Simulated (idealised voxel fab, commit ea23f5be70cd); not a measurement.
The process module presented herein is designated voxel released beams.
The figure presents cross-section cut, which has a width of 245 nm and is divided into square cells with an edge length of 5 nm.
Cross-section, as written here: a square-cell grid given band by band from the top down, where a band holds one or more rows of cells.
Top, bottom (nm), then materials left to right with widths (nm); lone material tagged "throughout" fills the whole band edge to edge; "blank" = empty space.
All heights in this document are referenced to 0, defined as the level beneath which the wafer, as received, consists entirely of one material. The lowest band is not bounded below; it extends indefinitely downward and is written in the form "0 down".
The two numbers in a width such as "30->40" mark its ends across the band: the first belongs to the top row of cells, the second to the bottom row, and from each row to the next the width moves by the same amount.
"nothing different" (step): cross-section cells unchanged, all of them.
The entry titled "Encapsulated voids" provides the empty spaces that have no open way to the top, restricted to those of 8 cells or more. Each is presented as width x height at distance, the distance being measured from the left edge, with all three in nm.
The remark found on a step's line after its settings is issued by the simulator itself and pertains to that step.
overlay nm: on a step with a mask, how far right of its planned place the mask lay; negative means left.

**plan**
1. RECEIVE [material Si]
2. CONFORMAL_DEP [material SiN] [thk nm 5]
3. DIRECTIONAL_DEP [material SiO2] [thk nm 10]
4. DIRECTIONAL_DEP [material aC] [thk nm 15]
5. PATTERN [tone open] [mask id ANCHOR] [material resist] [width nm 35] [thk nm 35] [overlay nm 0]
6. DIRECTIONAL_ETCH [etch materials aC] [depth nm 15]
7. STRIP [etch materials resist]
8. DIRECTIONAL_ETCH [etch materials SiO2] [depth nm 10]
9. STRIP [etch materials aC]
10. CONFORMAL_DEP [material polySi] [thk nm 15]
11. PATTERN [tone cover] [mask id BEAM] [material resist] [width nm 110] [thk nm 15] [overlay nm 0]
12. DIRECTIONAL_ETCH [etch materials polySi] [depth nm 15]
13. STRIP [etch materials resist]
14. STRIP [etch materials SiO2]

**Here's what the wafer looked like in cross-section when it arrived - that's after step 1**
* 0 down | Si throughout
* Encapsulated voids: none

**Cross-section, first of two wafers, end of module, run as planned**
* 30 to 20 | blank: 65 | polySi: 20 | blank: 5 | polySi: 85 | blank: 70
* 20 to 15 | blank: 65 | polySi: 110 | blank: 70
* 15 to 5 | blank: 70 | polySi: 35 | blank: 140
* 5 to 0 | SiN throughout
* 0 down | Si throughout
* Encapsulated voids: none

**Wafer two cross-section, module end. Start and plan unchanged from wafer one; one mistake made during the run**
* 30 to 20 | blank: 70 | polySi: 15 | blank: 5 | polySi: 80 | blank: 75
* 20 to 15 | blank: 70 | polySi: 100 | blank: 75
* 15 to 5 | blank: 70 | polySi: 35 | blank: 140
* 5 to 0 | SiN throughout
* 0 down | Si throughout
* Encapsulated voids: none
Error vs. plan: step 11 was run on a setting that differed from the plan, and what really ran there is PATTERN [tone cover] [mask id BEAM] [material resist] [width nm 100] [thk nm 15] [overlay nm 0]
The final cell counts differ between the wafers, with the second having more or fewer of some materials than the first: polySi -6
